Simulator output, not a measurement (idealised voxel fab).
The process module presented herein is designated voxel ribs on slabs.
Cross-section cut: width 255 nm, square cells of 5 nm.
Throughout this document, each cross-section is represented as a grid of square cells and is presented as a sequence of bands enumerated from the top downward, where a band comprises one or more rows of cells.
This entry defines a band. It first specifies the height of the band's top and the height of its bottom in nm, and then specifies the band's materials from left to right, stating each material with its width in nm. The word "everywhere" identifies a single material that fills the band from edge to edge, while the word "air" identifies empty space.
Beneath 0, the wafer as received is one material, and that level is where height counting begins. The lowest band goes on downward without a bottom; it is written like "0..down".
So if you see something like "30..40" for the width, read it as the top row of the band sitting at the first number and the bottom row at the second, with every row in between moving by the same amount as the last.
Where a step carries "no alteration", the cross-section came out of it unchanged, cell for cell.
The list in "Voids, enclosed" covers empty spaces of 8 cells or more that cannot reach the top through any open way, and it gives each as width x height at distance; the distance is from the left edge, and width, height and distance are in nm.
It should be noted that, on the line of a given step, the content following the step's settings is a remark produced by the simulator itself with respect to that step.
"overlay nm" on a masked step: distance the mask lay right of its planned place, negative for left.
## Below is the list of planned process steps
- 1: RECEIVE,material Si
- 2: DIRECTIONAL_DEP,material SiO2,thk nm 25
- 3: DIRECTIONAL_DEP,material polySi,thk nm 25
- 4: MASKED_ETCH,tone cover,mask id RIB,width nm 20,etch materials polySi,depth nm 5,overlay nm 0
- 5: DIRECTIONAL_DEP,material aC,thk nm 15
- 6: PATTERN,tone cover,mask id SLAB,material resist,width nm 70,thk nm 30,overlay nm 0
- 7: DIRECTIONAL_ETCH,etch materials aC,depth nm 15
- 8: STRIP,etch materials resist
- 9: DIRECTIONAL_ETCH,etch materials polySi,depth nm 20
- 10: STRIP,etch materials aC
- 11: FILL_DEP,material SiO2,thk nm 15
- 12: CMP,height nm 60
- 13: DIRECTIONAL_DEP,material TiN,thk nm 5
- 14: MASKED_ETCH,tone cover,mask id HEATER,width nm 30,etch materials TiN,depth nm 5,overlay nm 0
- 15: CONFORMAL_DEP,material SiO2,thk nm 10
## Account of the first of two wafers, which was processed as intended
## Here's what the wafer looked like in cross-section when it arrived - that's after step 1
  0..down | Si everywhere
  Voids, enclosed: none
## Cross-section: wafer state after step 2
  25..0 | SiO2 everywhere
  Note: structure below 0 unchanged.
## Cross-section: wafer state after step 3
  50..25 | polySi everywhere
  Note: structure below 25 unchanged.
## Cross-section: wafer state after step 4
  50..45 | 115 of air / 20 of polySi / 120 of air
  Note: structure below 45 unchanged.
## Cross-section: wafer state after step 5
  65..60 | 115 of air / 20 of aC / 120 of air
  60..50 | aC everywhere
  50..45 | 115 of aC / 20 of polySi / 120 of aC
  Note: structure below 45 unchanged.
## Cross-section: wafer state after step 6
  95..65 | 90 of air / 70 of resist / 95 of air
  65..60 | 90 of air / 25 of resist / 20 of aC / 25 of resist / 95 of air
  Note: structure below 60 unchanged.
## Cross-section: wafer state after step 7
  80..65 | 90 of air / 70 of resist / 95 of air
  65..60 | 90 of air / 25 of resist / 20 of aC / 25 of resist / 95 of air
  60..50 | 90 of air / 70 of aC / 95 of air
  50..45 | 90 of air / 25 of aC / 20 of polySi / 25 of aC / 95 of air
  Note: structure below 45 unchanged.
## Cross-section: wafer state after step 8
  65..60 | 115 of air / 20 of aC / 120 of air
  Note: structure below 60 unchanged.
## Cross-section: wafer state after step 9
  65..60 | 115 of air / 20 of aC / 120 of air
  60..50 | 90 of air / 70 of aC / 95 of air
  50..45 | 90 of air / 25 of aC / 20 of polySi / 25 of aC / 95 of air
  45..25 | 90 of air / 70 of polySi / 95 of air
  Note: structure below 25 unchanged.
## Cross-section: wafer state after step 10
  50..45 | 115 of air / 20 of polySi / 120 of air
  Note: structure below 45 unchanged.
## Cross-section: wafer state after step 11
  65..50 | SiO2 everywhere
  50..45 | 115 of SiO2 / 20 of polySi / 120 of SiO2
  45..25 | 90 of SiO2 / 70 of polySi / 95 of SiO2
  Note: structure below 25 unchanged.
## Cross-section: wafer state after step 12
  60..50 | SiO2 everywhere
  Note: structure below 50 unchanged.
## Cross-section: wafer state after step 13
  65..60 | TiN everywhere
  Note: structure below 60 unchanged.
## Cross-section: wafer state after step 14
  65..60 | 110 of air / 30 of TiN / 115 of air
  Note: structure below 60 unchanged.
## Cross-section: wafer state after step 15
  75..70 | 100 of air / 50 of SiO2 / 105 of air
  70..65 | SiO2 everywhere
  65..60 | 110 of SiO2 / 30 of TiN / 115 of SiO2
  Note: structure below 60 unchanged.
## Second Wafer (Identical Start and Plan, One Processing Error; Matches First Wafer Through Step 5)
## The second wafer cut through, at the time step 6 was supposed to be finished
  95..65 | 100 of air / 70 of resist / 85 of air
  65..60 | 100 of air / 15 of resist / 20 of aC / 35 of resist / 85 of air
  Note: structure below 60 unchanged.
## The second wafer cut through, at the time step 7 was supposed to be finished
  80..65 | 100 of air / 70 of resist / 85 of air
  65..60 | 100 of air / 15 of resist / 20 of aC / 35 of resist / 85 of air
  60..50 | 100 of air / 70 of aC / 85 of air
  50..45 | 100 of air / 15 of aC / 20 of polySi / 35 of aC / 85 of air
  Note: structure below 45 unchanged.
## The second wafer cut through, at the time step 8 was supposed to be finished
  65..60 | 115 of air / 20 of aC / 120 of air
  Note: structure below 60 unchanged.
## The second wafer cut through, at the time step 9 was supposed to be finished
  65..60 | 115 of air / 20 of aC / 120 of air
  60..50 | 100 of air / 70 of aC / 85 of air
  50..45 | 100 of air / 15 of aC / 20 of polySi / 35 of aC / 85 of air
  45..25 | 100 of air / 70 of polySi / 85 of air
  Note: structure below 25 unchanged.
## The second wafer cut through, at the time step 10 was supposed to be finished
  50..45 | 115 of air / 20 of polySi / 120 of air
  Note: structure below 45 unchanged.
## The second wafer cut through, at the time step 11 was supposed to be finished
  65..50 | SiO2 everywhere
  50..45 | 115 of SiO2 / 20 of polySi / 120 of SiO2
  45..25 | 100 of SiO2 / 70 of polySi / 85 of SiO2
  Note: structure below 25 unchanged.
## The second wafer cut through, at the time step 12 was supposed to be finished
  60..50 | SiO2 everywhere
  Note: structure below 50 unchanged.
## The second wafer cut through, at the time step 13 was supposed to be finished
  65..60 | TiN everywhere
  Note: structure below 60 unchanged.
## The second wafer cut through, at the time step 14 was supposed to be finished
  65..60 | 110 of air / 30 of TiN / 115 of air
  Note: structure below 60 unchanged.
## The second wafer cut through, at the time step 15 was supposed to be finished
  75..70 | 100 of air / 50 of SiO2 / 105 of air
  70..65 | SiO2 everywhere
  65..60 | 110 of SiO2 / 30 of TiN / 115 of SiO2
  Note: structure below 60 unchanged.
Error vs. plan: heads up, step 6 didn't go per plan, it actually ran as PATTERN,tone cover,mask id SLAB,material resist,width nm 70,thk nm 30,overlay nm 10
The two final wafers agree on how many cells each material fills and disagree on which cells those are.
